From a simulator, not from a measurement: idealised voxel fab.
This is a process module. Its name is voxel spacer lines.
Section cut is 190 nm wide and gridded with 5 nm square cells.
Cross-section spec: square-cell grid; bands listed top down; each band is one or more rows. A band entry consists of two parts. The first gives the height of the band's top and the height of its bottom, in nm. The rest lists the band's materials from left to right, each with its width in nm. A single material labelled with the word "throughout" fills the band from edge to edge, and the word "blank" marks empty space. Convention: height 0 is the level below which the wafer, as received, is all one material. The lowest band does not terminate at the bottom but continues downward, represented as "0 -> down". The notation "30->40" denotes a width that varies across the rows of cells in the band, beginning at the first number in the top row, finishing at the second number in the bottom row, and changing by an identical amount from each row to the next. Basically "everything unchanged" means that step didn't change any cell in the cross-section. In the "Cavities, closed" entry, you get each enclosed empty space of 8 cells or more, one with no open way to the top, written width x height at distance, distance from the left edge, in nm. Heads up: the bit after the settings on a step's line is the simulator's remark on that step. Among the settings permitted on a step's line is "overlay nm"; applied to a step with a mask, it specifies the extent to which the mask lay to the right of its planned position, whereas a negative figure signifies a position to the left.
# Set out below are the planned steps of the process
1,RECEIVE [material Si]
2,CONFORMAL_DEP [material Al2O3] [thk nm 10]
3,DIRECTIONAL_DEP [material TiN] [thk nm 10]
4,DIRECTIONAL_DEP [material aC] [thk nm 30]
5,PATTERN [tone cover] [mask id MANDREL] [material resist] [width nm 15] [pitch nm 50] [thk nm 40] [overlay nm 0]
6,DIRECTIONAL_ETCH [etch materials aC] [depth nm 30]
7,STRIP [etch materials resist]
8,CONFORMAL_DEP [material SiN] [thk nm 10]
9,DIRECTIONAL_ETCH [etch materials SiN] [depth nm 10]
10,STRIP [etch materials aC]
11,DIRECTIONAL_ETCH [etch materials TiN] [depth nm 10]
12,STRIP [etch materials SiN]
Across this set of wafers, the varied parameter is the width nm of step 5. Starting conditions are identical for every wafer, and the plan reports the value assigned to the first wafer.
# As-received cross-section, first of several wafers, post step 1
  0 -> down = Si throughout
  Cavities, closed: none
# Cross-section of the first of several wafers once the module has run through its last step, step 12
  20 -> 10 = blank: 50 / TiN: 10 / blank: 15 / TiN: 10 / blank: 15 / TiN: 10 / blank: 15 / TiN: 10 / blank: 55
  10 -> 0 = Al2O3 throughout
  0 -> down = Si throughout
  Cavities, closed: none
# Last-wafer cross-section at the end of the module
  20 -> 10 = blank: 45 / TiN: 10 / blank: 30 / TiN: 20 / blank: 30 / TiN: 10 / blank: 45
  10 -> 0 = Al2O3 throughout
  0 -> down = Si throughout
  Cavities, closed: none
# Per wafer, end of module: cells gained (+) or lost (-) per material since receipt, then closed voids
width nm 15; +76 Al2O3; +16 TiN; Cavities, closed: none
width nm 20; +76 Al2O3; +16 TiN; Cavities, closed: none
width nm 25; +76 Al2O3; +16 TiN; Cavities, closed: none
width nm 30; +76 Al2O3; +16 TiN; Cavities, closed: none
